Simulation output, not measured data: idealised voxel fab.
This section sets out a process module, namely voxel self aligned vias.
For reference, the cross-section in this document is cut, with width 210 nm and square cells of 5 nm.
Just so we're on the same page, the cross-sections are grids of square cells, and they're listed out in bands top to bottom, each band one or more rows deep.
It is stipulated that each band's entry specify, in nanometres, the height of the top of the band and then that of its bottom, followed by the materials of the band in left-to-right sequence, each together with its width in nanometres. A single material marked by the word "everywhere" is understood to fill the band from edge to edge; the word "empty" is understood to denote empty space.
Heights are measured from 0, the level below which the as-received wafer is all one material; the lowest band has no bottom and continues downward, written as in "z 0 and below".
The width entry "30..40" should be interpreted row by row: the top row of cells in the band takes the first number, the bottom row takes the second number, and the change between adjacent rows is uniform throughout.
You'll sometimes find "remained the same" written for a step, and that's the way of saying that nowhere in the cross-section did a cell change during that step.
Closed empty spaces (no open way to the top) of 8 cells or more are what "Enclosed internal voids" lists, each as width x height at distance from the left edge, nm for all three.
Past the settings on a step's line: simulator remark, on that step.
Each step line may optionally specify "overlay nm", which for a step with a mask gives the rightward distance between the mask's planned place and where it lay, a negative value indicating the leftward direction.
Pairs follow: section before one process step, section after it down to the lowest changed band, step with settings underneath. Pairs may come from different runs of this module on the same starting wafer; continuity with the pair above only as stated in the "Pre-processing view" entry.
Pre-processing view
	z 0 and below | Si everywhere
	Enclosed internal voids: none
Section After Processing
	z 10 to 0 | SiO2 everywhere
	Lower than 0, everything is as it was.
	Enclosed internal voids: none
In between the before and after cross-sections above, the step is CONFORMAL_DEP | material SiO2 | thk nm 10
Pre-processing view: after-step cross-section of the pair just above applies.
Section After Processing
	z 15 to 10 | SiCN everywhere
	Lower than 10, everything is as it was.
	Enclosed internal voids: none
In between the before and after cross-sections above, the step is CONFORMAL_DEP | material SiCN | thk nm 5
Pre-processing view: after-step cross-section of the pair just above applies.
Section After Processing
	z 40 to 15 | SiO2 everywhere
	Lower than 15, everything is as it was.
	Enclosed internal voids: none
In between the before and after cross-sections above, the step is DIRECTIONAL_DEP | material SiO2 | thk nm 25
Pre-processing view: after-step cross-section of the pair just above applies.
Section After Processing
	z 55 to 40 | aC everywhere
	Lower than 40, everything is as it was.
	Enclosed internal voids: none
In between the before and after cross-sections above, the step is DIRECTIONAL_DEP | material aC | thk nm 15
Pre-processing view: after-step cross-section of the pair just above applies.
Section After Processing
	z 85 to 55 | 30 resist; 20 empty; 45 resist; 20 empty; 45 resist; 20 empty; 30 resist
	Lower than 55, everything is as it was.
	Enclosed internal voids: none
In between the before and after cross-sections above, the step is PATTERN | tone open | mask id LINES | material resist | width nm 20 | pitch nm 65 | thk nm 30 | overlay nm 0
Pre-processing view: after-step cross-section of the pair just above applies.
Section After Processing
	z 70 to 55 | 30 resist; 20 empty; 45 resist; 20 empty; 45 resist; 20 empty; 30 resist
	z 55 to 40 | 30 aC; 20 empty; 45 aC; 20 empty; 45 aC; 20 empty; 30 aC
	Lower than 40, everything is as it was.
	Enclosed internal voids: none
In between the before and after cross-sections above, the step is DIRECTIONAL_ETCH | etch materials aC | depth nm 15
Pre-processing view: after-step cross-section of the pair just above applies.
Section After Processing
	z 55 to 40 | 30 aC; 20 empty; 45 aC; 20 empty; 45 aC; 20 empty; 30 aC
	Lower than 40, everything is as it was.
	Enclosed internal voids: none
In between the before and after cross-sections above, the step is STRIP | etch materials resist
Pre-processing view: after-step cross-section of the pair just above applies.
Section After Processing
	z 55 to 40 | 30 aC; 20 empty; 45 aC; 20 empty; 45 aC; 20 empty; 30 aC
	z 40 to 15 | 30 SiO2; 20 empty; 45 SiO2; 20 empty; 45 SiO2; 20 empty; 30 SiO2
	Lower than 15, everything is as it was.
	Enclosed internal voids: none
In between the before and after cross-sections above, the step is DIRECTIONAL_ETCH | etch materials SiO2 | depth nm 25
Pre-processing view: after-step cross-section of the pair just above applies.
Section After Processing
	z 40 to 15 | 30 SiO2; 20 empty; 45 SiO2; 20 empty; 45 SiO2; 20 empty; 30 SiO2
	Lower than 15, everything is as it was.
	Enclosed internal voids: none
In between the before and after cross-sections above, the step is STRIP | etch materials aC
Pre-processing view: after-step cross-section of the pair just above applies.
Section After Processing
	z 45 to 40 | 35 TiN; 10 empty; 55 TiN; 10 empty; 55 TiN; 10 empty; 35 TiN
	z 40 to 20 | 30 SiO2; 5 TiN; 10 empty; 5 TiN; 45 SiO2; 5 TiN; 10 empty; 5 TiN; 45 SiO2; 5 TiN; 10 empty; 5 TiN; 30 SiO2
	z 20 to 15 | 30 SiO2; 20 TiN; 45 SiO2; 20 TiN; 45 SiO2; 20 TiN; 30 SiO2
	Lower than 15, everything is as it was.
	Enclosed internal voids: none
In between the before and after cross-sections above, the step is CONFORMAL_DEP | material TiN | thk nm 5
Pre-processing view: after-step cross-section of the pair just above applies.
Section After Processing
	z 55 to 45 | Ru everywhere
	z 45 to 40 | 35 TiN; 10 Ru; 55 TiN; 10 Ru; 55 TiN; 10 Ru; 35 TiN
	z 40 to 20 | 30 SiO2; 5 TiN; 10 Ru; 5 TiN; 45 SiO2; 5 TiN; 10 Ru; 5 TiN; 45 SiO2; 5 TiN; 10 Ru; 5 TiN; 30 SiO2
	Lower than 20, everything is as it was.
	Enclosed internal voids: none
In between the before and after cross-sections above, the step is FILL_DEP | material Ru | thk nm 10
Pre-processing view: after-step cross-section of the pair just above applies.
Section After Processing
	z 40 to 20 | 30 SiO2; 5 TiN; 10 Ru; 5 TiN; 45 SiO2; 5 TiN; 10 Ru; 5 TiN; 45 SiO2; 5 TiN; 10 Ru; 5 TiN; 30 SiO2
	Lower than 20, everything is as it was.
	Enclosed internal voids: none
In between the before and after cross-sections above, the step is CMP | height nm 40
Pre-processing view: after-step cross-section of the pair just above applies.
Section After Processing
	z 40 to 30 | 30 SiO2; 20 empty; 45 SiO2; 20 empty; 45 SiO2; 20 empty; 30 SiO2
	Lower than 30, everything is as it was.
	Enclosed internal voids: none
In between the before and after cross-sections above, the step is SELECTIVE_ETCH | etch materials W Ru TiN | depth nm 10
Pre-processing view: after-step cross-section of the pair just above applies.
Section After Processing
	z 45 to 40 | SiN everywhere
	z 40 to 30 | 30 SiO2; 20 SiN; 45 SiO2; 20 SiN; 45 SiO2; 20 SiN; 30 SiO2
	Lower than 30, everything is as it was.
	Enclosed internal voids: none
In between the before and after cross-sections above, the step is FILL_DEP | material SiN | thk nm 5
Pre-processing view: after-step cross-section of the pair just above applies.
Section After Processing
	z 40 to 30 | 30 SiO2; 20 SiN; 45 SiO2; 20 SiN; 45 SiO2; 20 SiN; 30 SiO2
	Lower than 30, everything is as it was.
	Enclosed internal voids: none
In between the before and after cross-sections above, the step is CMP | height nm 40
Pre-processing view: after-step cross-section of the pair just above applies.
Section After Processing
	z 60 to 40 | SiO2 everywhere
	Lower than 40, everything is as it was.
	Enclosed internal voids: none
In between the before and after cross-sections above, the step is DIRECTIONAL_DEP | material SiO2 | thk nm 20
Pre-processing view: after-step cross-section of the pair just above applies.
Section After Processing
	z 60 to 40 | 20 SiO2; 40 empty; 90 SiO2; 40 empty; 20 SiO2
	Lower than 40, everything is as it was.
	Enclosed internal voids: none
In between the before and after cross-sections above, the step is MASKED_ETCH | tone open | mask id VIAS | width nm 40 | pitch nm 130 | etch materials SiO2 | depth nm 20 | overlay nm 0
Pre-processing view: after-step cross-section of the pair just above applies.
Section After Processing
	z 60 to 40 | 20 SiO2; 40 empty; 90 SiO2; 40 empty; 20 SiO2
	z 40 to 30 | 30 SiO2; 20 empty; 45 SiO2; 20 SiN; 45 SiO2; 20 empty; 30 SiO2
	Lower than 30, everything is as it was.
	Enclosed internal voids: none
In between the before and after cross-sections above, the step is MASKED_ETCH | tone open | mask id VIAS | width nm 40 | pitch nm 130 | etch materials SiN | depth nm 10 | overlay nm 0
Pre-processing view: after-step cross-section of the pair just above applies.
Section After Processing
	z 65 to 60 | 25 TiN; 30 empty; 100 TiN; 30 empty; 25 TiN
	z 60 to 45 | 20 SiO2; 5 TiN; 30 empty; 5 TiN; 90 SiO2; 5 TiN; 30 empty; 5 TiN; 20 SiO2
	z 45 to 40 | 20 SiO2; 15 TiN; 10 empty; 15 TiN; 90 SiO2; 15 TiN; 10 empty; 15 TiN; 20 SiO2
	z 40 to 35 | 30 SiO2; 5 TiN; 10 empty; 5 TiN; 45 SiO2; 20 SiN; 45 SiO2; 5 TiN; 10 empty; 5 TiN; 30 SiO2
	z 35 to 30 | 30 SiO2; 20 TiN; 45 SiO2; 20 SiN; 45 SiO2; 20 TiN; 30 SiO2
	Lower than 30, everything is as it was.
	Enclosed internal voids: none
In between the before and after cross-sections above, the step is CONFORMAL_DEP | material TiN | thk nm 5
Pre-processing view: after-step cross-section of the pair just above applies.
Section After Processing
	z 75 to 65 | Cu everywhere
	z 65 to 60 | 25 TiN; 30 Cu; 100 TiN; 30 Cu; 25 TiN
	z 60 to 45 | 20 SiO2; 5 TiN; 30 Cu; 5 TiN; 90 SiO2; 5 TiN; 30 Cu; 5 TiN; 20 SiO2
	z 45 to 40 | 20 SiO2; 15 TiN; 10 Cu; 15 TiN; 90 SiO2; 15 TiN; 10 Cu; 15 TiN; 20 SiO2
	z 40 to 35 | 30 SiO2; 5 TiN; 10 Cu; 5 TiN; 45 SiO2; 20 SiN; 45 SiO2; 5 TiN; 10 Cu; 5 TiN; 30 SiO2
	Lower than 35, everything is as it was.
	Enclosed internal voids: none
In between the before and after cross-sections above, the step is FILL_DEP | material Cu | thk nm 10
Pre-processing view: after-step cross-section of the pair just above applies.
Section After Processing
	z 60 to 45 | 20 SiO2; 5 TiN; 30 Cu; 5 TiN; 90 SiO2; 5 TiN; 30 Cu; 5 TiN; 20 SiO2
	Lower than 45, everything is as it was.
	Enclosed internal voids: none
In between the before and after cross-sections above, the step is CMP | height nm 60
Pre-processing view: after-step cross-section of the pair just above applies.
Section After Processing
	z 65 to 60 | SiCN everywhere
	Lower than 60, everything is as it was.
	Enclosed internal voids: none
In between the before and after cross-sections above, the step is CONFORMAL_DEP | material SiCN | thk nm 5
Pre-processing view
	z 75 to 65 | Cu everywhere
	z 65 to 60 | 25 TiN; 30 Cu; 100 TiN; 30 Cu; 25 TiN
	z 60 to 45 | 20 SiO2; 5 TiN; 30 Cu; 5 TiN; 90 SiO2; 5 TiN; 30 Cu; 5 TiN; 20 SiO2
	z 45 to 40 | 20 SiO2; 15 TiN; 10 Cu; 15 TiN; 90 SiO2; 15 TiN; 10 Cu; 15 TiN; 20 SiO2
	z 40 to 35 | 30 SiO2; 5 TiN; 10 Cu; 5 TiN; 45 SiO2; 20 SiN; 45 SiO2; 5 TiN; 10 Cu; 5 TiN; 30 SiO2
	z 35 to 30 | 30 SiO2; 20 TiN; 45 SiO2; 20 SiN; 45 SiO2; 20 TiN; 30 SiO2
	z 30 to 20 | 30 SiO2; 5 TiN; 10 Ru; 5 TiN; 45 SiO2; 5 TiN; 10 Ru; 5 TiN; 45 SiO2; 5 TiN; 10 Ru; 5 TiN; 30 SiO2
	z 20 to 15 | 30 SiO2; 20 TiN; 45 SiO2; 20 TiN; 45 SiO2; 20 TiN; 30 SiO2
	z 15 to 10 | SiCN everywhere
	z 10 to 0 | SiO2 everywhere
	z 0 and below | Si everywhere
	Enclosed internal voids: none
Section After Processing
	z 80 to 75 | SiCN everywhere
	Lower than 75, everything is as it was.
	Enclosed internal voids: none
In between the before and after cross-sections above, the step is CONFORMAL_DEP | material SiCN | thk nm 5
Pre-processing view
	z 60 to 40 | 20 SiO2; 40 empty; 90 SiO2; 40 empty; 20 SiO2
	z 40 to 30 | 30 SiO2; 20 SiN; 45 SiO2; 20 SiN; 45 SiO2; 20 SiN; 30 SiO2
	z 30 to 20 | 30 SiO2; 5 TiN; 10 Ru; 5 TiN; 45 SiO2; 5 TiN; 10 Ru; 5 TiN; 45 SiO2; 5 TiN; 10 Ru; 5 TiN; 30 SiO2
	z 20 to 15 | 30 SiO2; 20 TiN; 45 SiO2; 20 TiN; 45 SiO2; 20 TiN; 30 SiO2
	z 15 to 10 | SiCN everywhere
	z 10 to 0 | SiO2 everywhere
	z 0 and below | Si everywhere
	Enclosed internal voids: none
Section After Processing
	z 60 to 40 | 20 SiO2; 40 empty; 90 SiO2; 40 empty; 20 SiO2
	z 40 to 30 | 20 SiO2; 10 empty; 20 SiN; 10 empty; 35 SiO2; 20 SiN; 35 SiO2; 10 empty; 20 SiN; 10 empty; 20 SiO2
	z 30 to 20 | 20 SiO2; 10 empty; 5 TiN; 10 Ru; 5 TiN; 10 empty; 35 SiO2; 5 TiN; 10 Ru; 5 TiN; 35 SiO2; 10 empty; 5 TiN; 10 Ru; 5 TiN; 10 empty; 20 SiO2
	Lower than 20, everything is as it was.
	Enclosed internal voids: none
In between the before and after cross-sections above, the step is MASKED_ETCH | tone open | mask id VIAS | width nm 40 | pitch nm 130 | etch materials SiO2 | depth nm 20 | overlay nm 0
Pre-processing view: after-step cross-section of the pair just above applies.
Section After Processing
	z 60 to 40 | 20 SiO2; 40 empty; 90 SiO2; 40 empty; 20 SiO2
	z 40 to 30 | 20 SiO2; 40 empty; 35 SiO2; 20 SiN; 35 SiO2; 40 empty; 20 SiO2
	Lower than 30, everything is as it was.
	Enclosed internal voids: none
In between the before and after cross-sections above, the step is MASKED_ETCH | tone open | mask id VIAS | width nm 40 | pitch nm 130 | etch materials SiN | depth nm 10 | overlay nm 0
Pre-processing view: after-step cross-section of the pair just above applies.
Section After Processing
	z 65 to 60 | 25 TiN; 30 empty; 100 TiN; 30 empty; 25 TiN
	z 60 to 40 | 20 SiO2; 5 TiN; 30 empty; 5 TiN; 90 SiO2; 5 TiN; 30 empty; 5 TiN; 20 SiO2
	z 40 to 35 | 20 SiO2; 5 TiN; 30 empty; 5 TiN; 35 SiO2; 20 SiN; 35 SiO2; 5 TiN; 30 empty; 5 TiN; 20 SiO2
	z 35 to 30 | 20 SiO2; 40 TiN; 35 SiO2; 20 SiN; 35 SiO2; 40 TiN; 20 SiO2
	z 30 to 20 | 20 SiO2; 15 TiN; 10 Ru; 15 TiN; 35 SiO2; 5 TiN; 10 Ru; 5 TiN; 35 SiO2; 15 TiN; 10 Ru; 15 TiN; 20 SiO2
	Lower than 20, everything is as it was.
	Enclosed internal voids: none
In between the before and after cross-sections above, the step is CONFORMAL_DEP | material TiN | thk nm 5
Pre-processing view: after-step cross-section of the pair just above applies.
Section After Processing
	z 75 to 65 | Cu everywhere
	z 65 to 60 | 25 TiN; 30 Cu; 100 TiN; 30 Cu; 25 TiN
	z 60 to 40 | 20 SiO2; 5 TiN; 30 Cu; 5 TiN; 90 SiO2; 5 TiN; 30 Cu; 5 TiN; 20 SiO2
	z 40 to 35 | 20 SiO2; 5 TiN; 30 Cu; 5 TiN; 35 SiO2; 20 SiN; 35 SiO2; 5 TiN; 30 Cu; 5 TiN; 20 SiO2
	Lower than 35, everything is as it was.
	Enclosed internal voids: none
In between the before and after cross-sections above, the step is FILL_DEP | material Cu | thk nm 10
Pre-processing view: after-step cross-section of the pair just above applies.
Section After Processing
	z 60 to 40 | 20 SiO2; 5 TiN; 30 Cu; 5 TiN; 90 SiO2; 5 TiN; 30 Cu; 5 TiN; 20 SiO2
	Lower than 40, everything is as it was.
	Enclosed internal voids: none
In between the before and after cross-sections above, the step is CMP | height nm 60
Pre-processing view: after-step cross-section of the pair just above applies.
Section After Processing
	z 65 to 60 | SiCN everywhere
	Lower than 60, everything is as it was.
	Enclosed internal voids: none
In between the before and after cross-sections above, the step is CONFORMAL_DEP | material SiCN | thk nm 5
Pre-processing view
	z 10 to 0 | SiO2 everywhere
	z 0 and below | Si everywhere
	Enclosed internal voids: none
Section After Processing
	z 35 to 0 | SiO2 everywhere
	Lower than 0, everything is as it was.
	Enclosed internal voids: none
In between the before and after cross-sections above, the step is DIRECTIONAL_DEP | material SiO2 | thk nm 25
Pre-processing view: after-step cross-section of the pair just above applies.
Section After Processing
	z 40 to 35 | SiCN everywhere
	Lower than 35, everything is as it was.
	Enclosed internal voids: none
In between the before and after cross-sections above, the step is CONFORMAL_DEP | material SiCN | thk nm 5
Pre-processing view: after-step cross-section of the pair just above applies.
Section After Processing
	z 55 to 40 | aC everywhere
	Lower than 40, everything is as it was.
	Enclosed internal voids: none
In between the before and after cross-sections above, the step is DIRECTIONAL_DEP | material aC | thk nm 15
Pre-processing view: after-step cross-section of the pair just above applies.
Section After Processing
	z 85 to 55 | 30 resist; 20 empty; 45 resist; 20 empty; 45 resist; 20 empty; 30 resist
	Lower than 55, everything is as it was.
	Enclosed internal voids: none
In between the before and after cross-sections above, the step is PATTERN | tone open | mask id LINES | material resist | width nm 20 | pitch nm 65 | thk nm 30 | overlay nm 0
Pre-processing view: after-step cross-section of the pair just above applies.
Section After Processing
	z 70 to 55 | 30 resist; 20 empty; 45 resist; 20 empty; 45 resist; 20 empty; 30 resist
	z 55 to 40 | 30 aC; 20 empty; 45 aC; 20 empty; 45 aC; 20 empty; 30 aC
	Lower than 40, everything is as it was.
	Enclosed internal voids: none
In between the before and after cross-sections above, the step is DIRECTIONAL_ETCH | etch materials aC | depth nm 15
Pre-processing view: after-step cross-section of the pair just above applies.
Section After Processing
	z 55 to 40 | 30 aC; 20 empty; 45 aC; 20 empty; 45 aC; 20 empty; 30 aC
	Lower than 40, everything is as it was.
	Enclosed internal voids: none
In between the before and after cross-sections above, the step is STRIP | etch materials resist
Pre-processing view: after-step cross-section of the pair just above applies.
Section After Processing
	z 40 to 35 | SiCN everywhere
	Lower than 35, everything is as it was.
	Enclosed internal voids: none
In between the before and after cross-sections above, the step is STRIP | etch materials aC
Pre-processing view: after-step cross-section of the pair just above applies.
Section After Processing
	z 45 to 40 | TiN everywhere
	Lower than 40, everything is as it was.
	Enclosed internal voids: none
In between the before and after cross-sections above, the step is CONFORMAL_DEP | material TiN | thk nm 5
Pre-processing view: after-step cross-section of the pair just above applies.
Section After Processing
	z 55 to 45 | Ru everywhere
	Lower than 45, everything is as it was.
	Enclosed internal voids: none
In between the before and after cross-sections above, the step is FILL_DEP | material Ru | thk nm 10
Pre-processing view: after-step cross-section of the pair just above applies.
Section After Processing
	z 40 to 35 | SiCN everywhere
	Lower than 35, everything is as it was.
	Enclosed internal voids: none
In between the before and after cross-sections above, the step is CMP | height nm 40
Pre-processing view: after-step cross-section of the pair just above applies.
Section After Processing
	z 45 to 40 | SiN everywhere
	Lower than 40, everything is as it was.
	Enclosed internal voids: none
In between the before and after cross-sections above, the step is FILL_DEP | material SiN | thk nm 5
Pre-processing view: after-step cross-section of the pair just above applies.
Section After Processing
	z 40 to 35 | SiCN everywhere
	Lower than 35, everything is as it was.
	Enclosed internal voids: none
In between the before and after cross-sections above, the step is CMP | height nm 40
Pre-processing view: after-step cross-section of the pair just above applies.
Section After Processing
	z 60 to 40 | SiO2 everywhere
	Lower than 40, everything is as it was.
	Enclosed internal voids: none
In between the before and after cross-sections above, the step is DIRECTIONAL_DEP | material SiO2 | thk nm 20
Pre-processing view: after-step cross-section of the pair just above applies.
Section After Processing
	z 60 to 40 | 20 SiO2; 40 empty; 90 SiO2; 40 empty; 20 SiO2
	Lower than 40, everything is as it was.
	Enclosed internal voids: none
In between the before and after cross-sections above, the step is MASKED_ETCH | tone open | mask id VIAS | width nm 40 | pitch nm 130 | etch materials SiO2 | depth nm 20 | overlay nm 0
Pre-processing view: after-step cross-section of the pair just above applies.
Section After Processing
	z 65 to 60 | 25 TiN; 30 empty; 100 TiN; 30 empty; 25 TiN
	z 60 to 45 | 20 SiO2; 5 TiN; 30 empty; 5 TiN; 90 SiO2; 5 TiN; 30 empty; 5 TiN; 20 SiO2
	z 45 to 40 | 20 SiO2; 40 TiN; 90 SiO2; 40 TiN; 20 SiO2
	Lower than 40, everything is as it was.
	Enclosed internal voids: none
In between the before and after cross-sections above, the step is CONFORMAL_DEP | material TiN | thk nm 5
Pre-processing view: after-step cross-section of the pair just above applies.
Section After Processing
	z 75 to 65 | Cu everywhere
	z 65 to 60 | 25 TiN; 30 Cu; 100 TiN; 30 Cu; 25 TiN
	z 60 to 45 | 20 SiO2; 5 TiN; 30 Cu; 5 TiN; 90 SiO2; 5 TiN; 30 Cu; 5 TiN; 20 SiO2
	Lower than 45, everything is as it was.
	Enclosed internal voids: none
In between the before and after cross-sections above, the step is FILL_DEP | material Cu | thk nm 10
Pre-processing view: after-step cross-section of the pair just above applies.
Section After Processing
	z 60 to 45 | 20 SiO2; 5 TiN; 30 Cu; 5 TiN; 90 SiO2; 5 TiN; 30 Cu; 5 TiN; 20 SiO2
	Lower than 45, everything is as it was.
	Enclosed internal voids: none
In between the before and after cross-sections above, the step is CMP | height nm 60
Pre-processing view: after-step cross-section of the pair just above applies.
Section After Processing
	z 65 to 60 | SiCN everywhere
	Lower than 60, everything is as it was.
	Enclosed internal voids: none
In between the before and after cross-sections above, the step is CONFORMAL_DEP | material SiCN | thk nm 5
Pre-processing view
	z 60 to 40 | 20 SiO2; 40 empty; 90 SiO2; 40 empty; 20 SiO2
	z 40 to 30 | 30 SiO2; 20 SiN; 45 SiO2; 20 SiN; 45 SiO2; 20 SiN; 30 SiO2
	z 30 to 20 | 30 SiO2; 5 TiN; 10 Ru; 5 TiN; 45 SiO2; 5 TiN; 10 Ru; 5 TiN; 45 SiO2; 5 TiN; 10 Ru; 5 TiN; 30 SiO2
	z 20 to 15 | 30 SiO2; 20 TiN; 45 SiO2; 20 TiN; 45 SiO2; 20 TiN; 30 SiO2
	z 15 to 10 | SiCN everywhere
	z 10 to 0 | SiO2 everywhere
	z 0 and below | Si everywhere
	Enclosed internal voids: none
Section After Processing
	z 60 to 40 | 20 SiO2; 40 empty; 90 SiO2; 40 empty; 20 SiO2
	z 40 to 35 | 30 SiO2; 20 empty; 45 SiO2; 20 SiN; 45 SiO2; 20 empty; 30 SiO2
	Lower than 35, everything is as it was.
	Enclosed internal voids: none
In between the before and after cross-sections above, the step is MASKED_ETCH | tone open | mask id VIAS | width nm 40 | pitch nm 130 | etch materials SiN | depth nm 5 | overlay nm 0
Pre-processing view: after-step cross-section of the pair just above applies.
Section After Processing
	z 65 to 60 | 25 TiN; 30 empty; 100 TiN; 30 empty; 25 TiN
	z 60 to 45 | 20 SiO2; 5 TiN; 30 empty; 5 TiN; 90 SiO2; 5 TiN; 30 empty; 5 TiN; 20 SiO2
	z 45 to 40 | 20 SiO2; 15 TiN; 10 empty; 15 TiN; 90 SiO2; 15 TiN; 10 empty; 15 TiN; 20 SiO2
	z 40 to 35 | 30 SiO2; 20 TiN; 45 SiO2; 20 SiN; 45 SiO2; 20 TiN; 30 SiO2
	Lower than 35, everything is as it was.
	Enclosed internal voids: none
In between the before and after cross-sections above, the step is CONFORMAL_DEP | material TiN | thk nm 5
Pre-processing view: after-step cross-section of the pair just above applies.
Section After Processing
	z 75 to 65 | Cu everywhere
	z 65 to 60 | 25 TiN; 30 Cu; 100 TiN; 30 Cu; 25 TiN
	z 60 to 45 | 20 SiO2; 5 TiN; 30 Cu; 5 TiN; 90 SiO2; 5 TiN; 30 Cu; 5 TiN; 20 SiO2
	z 45 to 40 | 20 SiO2; 15 TiN; 10 Cu; 15 TiN; 90 SiO2; 15 TiN; 10 Cu; 15 TiN; 20 SiO2
	Lower than 40, everything is as it was.
	Enclosed internal voids: none
In between the before and after cross-sections above, the step is FILL_DEP | material Cu | thk nm 10
Pre-processing view: after-step cross-section of the pair just above applies.
Section After Processing
	z 60 to 45 | 20 SiO2; 5 TiN; 30 Cu; 5 TiN; 90 SiO2; 5 TiN; 30 Cu; 5 TiN; 20 SiO2
	Lower than 45, everything is as it was.
	Enclosed internal voids: none
In between the before and after cross-sections above, the step is CMP | height nm 60
Pre-processing view: after-step cross-section of the pair just above applies.
Section After Processing
	z 65 to 60 | SiCN everywhere
	Lower than 60, everything is as it was.
	Enclosed internal voids: none
In between the before and after cross-sections above, the step is CONFORMAL_DEP | material SiCN | thk nm 5
Pre-processing view
	z 55 to 40 | aC everywhere
	z 40 to 15 | SiO2 everywhere
	z 15 to 10 | SiCN everywhere
	z 10 to 0 | SiO2 everywhere
	z 0 and below | Si everywhere
	Enclosed internal voids: none
Section After Processing
	z 85 to 55 | 35 resist; 15 empty; 50 resist; 15 empty; 50 resist; 15 empty; 30 resist
	Lower than 55, everything is as it was.
	Enclosed internal voids: none
In between the before and after cross-sections above, the step is PATTERN | tone open | mask id LINES | material resist | width nm 15 | pitch nm 65 | thk nm 30 | overlay nm 0
Pre-processing view: after-step cross-section of the pair just above applies.
Section After Processing
	z 70 to 55 | 35 resist; 15 empty; 50 resist; 15 empty; 50 resist; 15 empty; 30 resist
	z 55 to 40 | 35 aC; 15 empty; 50 aC; 15 empty; 50 aC; 15 empty; 30 aC
	Lower than 40, everything is as it was.
	Enclosed internal voids: none
In between the before and after cross-sections above, the step is DIRECTIONAL_ETCH | etch materials aC | depth nm 15
Pre-processing view: after-step cross-section of the pair just above applies.
Section After Processing
	z 55 to 40 | 35 aC; 15 empty; 50 aC; 15 empty; 50 aC; 15 empty; 30 aC
	Lower than 40, everything is as it was.
	Enclosed internal voids: none
In between the before and after cross-sections above, the step is STRIP | etch materials resist
Pre-processing view: after-step cross-section of the pair just above applies.
Section After Processing
	z 55 to 40 | 35 aC; 15 empty; 50 aC; 15 empty; 50 aC; 15 empty; 30 aC
	z 40 to 15 | 35 SiO2; 15 empty; 50 SiO2; 15 empty; 50 SiO2; 15 empty; 30 SiO2
	Lower than 15, everything is as it was.
	Enclosed internal voids: none
In between the before and after cross-sections above, the step is DIRECTIONAL_ETCH | etch materials SiO2 | depth nm 25
Pre-processing view: after-step cross-section of the pair just above applies.
Section After Processing
	z 40 to 15 | 35 SiO2; 15 empty; 50 SiO2; 15 empty; 50 SiO2; 15 empty; 30 SiO2
	Lower than 15, everything is as it was.
	Enclosed internal voids: none
In between the before and after cross-sections above, the step is STRIP | etch materials aC
Pre-processing view: after-step cross-section of the pair just above applies.
Section After Processing
	z 45 to 40 | 40 TiN; 5 empty; 60 TiN; 5 empty; 60 TiN; 5 empty; 35 TiN
	z 40 to 20 | 35 SiO2; 5 TiN; 5 empty; 5 TiN; 50 SiO2; 5 TiN; 5 empty; 5 TiN; 50 SiO2; 5 TiN; 5 empty; 5 TiN; 30 SiO2
	z 20 to 15 | 35 SiO2; 15 TiN; 50 SiO2; 15 TiN; 50 SiO2; 15 TiN; 30 SiO2
	Lower than 15, everything is as it was.
	Enclosed internal voids: none
In between the before and after cross-sections above, the step is CONFORMAL_DEP | material TiN | thk nm 5
Pre-processing view: after-step cross-section of the pair just above applies.
Section After Processing
	z 55 to 45 | Ru everywhere
	z 45 to 40 | 40 TiN; 5 Ru; 60 TiN; 5 Ru; 60 TiN; 5 Ru; 35 TiN
	z 40 to 20 | 35 SiO2; 5 TiN; 5 Ru; 5 TiN; 50 SiO2; 5 TiN; 5 Ru; 5 TiN; 50 SiO2; 5 TiN; 5 Ru; 5 TiN; 30 SiO2
	Lower than 20, everything is as it was.
	Enclosed internal voids: none
In between the before and after cross-sections above, the step is FILL_DEP | material Ru | thk nm 10
Pre-processing view: after-step cross-section of the pair just above applies.
Section After Processing
	z 40 to 20 | 35 SiO2; 5 TiN; 5 Ru; 5 TiN; 50 SiO2; 5 TiN; 5 Ru; 5 TiN; 50 SiO2; 5 TiN; 5 Ru; 5 TiN; 30 SiO2
	Lower than 20, everything is as it was.
	Enclosed internal voids: none
In between the before and after cross-sections above, the step is CMP | height nm 40
Pre-processing view: after-step cross-section of the pair just above applies.
Section After Processing
	z 40 to 30 | 35 SiO2; 15 empty; 50 SiO2; 15 empty; 50 SiO2; 15 empty; 30 SiO2
	Lower than 30, everything is as it was.
	Enclosed internal voids: none
In between the before and after cross-sections above, the step is SELECTIVE_ETCH | etch materials W Ru TiN | depth nm 10
Pre-processing view: after-step cross-section of the pair just above applies.
Section After Processing
	z 45 to 40 | SiN everywhere
	z 40 to 30 | 35 SiO2; 15 SiN; 50 SiO2; 15 SiN; 50 SiO2; 15 SiN; 30 SiO2
	Lower than 30, everything is as it was.
	Enclosed internal voids: none
In between the before and after cross-sections above, the step is FILL_DEP | material SiN | thk nm 5
Pre-processing view: after-step cross-section of the pair just above applies.
Section After Processing
	z 40 to 30 | 35 SiO2; 15 SiN; 50 SiO2; 15 SiN; 50 SiO2; 15 SiN; 30 SiO2
	Lower than 30, everything is as it was.
	Enclosed internal voids: none
In between the before and after cross-sections above, the step is CMP | height nm 40
Pre-processing view: after-step cross-section of the pair just above applies.
Section After Processing
	z 60 to 40 | SiO2 everywhere
	Lower than 40, everything is as it was.
	Enclosed internal voids: none
In between the before and after cross-sections above, the step is DIRECTIONAL_DEP | material SiO2 | thk nm 20
Pre-processing view: after-step cross-section of the pair just above applies.
Section After Processing
	z 60 to 40 | 20 SiO2; 40 empty; 90 SiO2; 40 empty; 20 SiO2
	Lower than 40, everything is as it was.
	Enclosed internal voids: none
In between the before and after cross-sections above, the step is MASKED_ETCH | tone open | mask id VIAS | width nm 40 | pitch nm 130 | etch materials SiO2 | depth nm 20 | overlay nm 0
Pre-processing view: after-step cross-section of the pair just above applies.
Section After Processing
	z 60 to 40 | 20 SiO2; 40 empty; 90 SiO2; 40 empty; 20 SiO2
	z 40 to 30 | 35 SiO2; 15 empty; 50 SiO2; 15 SiN; 50 SiO2; 15 empty; 30 SiO2
	Lower than 30, everything is as it was.
	Enclosed internal voids: none
In between the before and after cross-sections above, the step is MASKED_ETCH | tone open | mask id VIAS | width nm 40 | pitch nm 130 | etch materials SiN | depth nm 10 | overlay nm 0
Pre-processing view: after-step cross-section of the pair just above applies.
Section After Processing
	z 65 to 60 | 25 TiN; 30 empty; 100 TiN; 30 empty; 25 TiN
	z 60 to 45 | 20 SiO2; 5 TiN; 30 empty; 5 TiN; 90 SiO2; 5 TiN; 30 empty; 5 TiN; 20 SiO2
	z 45 to 40 | 20 SiO2; 20 TiN; 5 empty; 15 TiN; 90 SiO2; 20 TiN; 5 empty; 15 TiN; 20 SiO2
	z 40 to 35 | 35 SiO2; 5 TiN; 5 empty; 5 TiN; 50 SiO2; 15 SiN; 50 SiO2; 5 TiN; 5 empty; 5 TiN; 30 SiO2
	z 35 to 30 | 35 SiO2; 15 TiN; 50 SiO2; 15 SiN; 50 SiO2; 15 TiN; 30 SiO2
	Lower than 30, everything is as it was.
	Enclosed internal voids: none
In between the before and after cross-sections above, the step is CONFORMAL_DEP | material TiN | thk nm 5
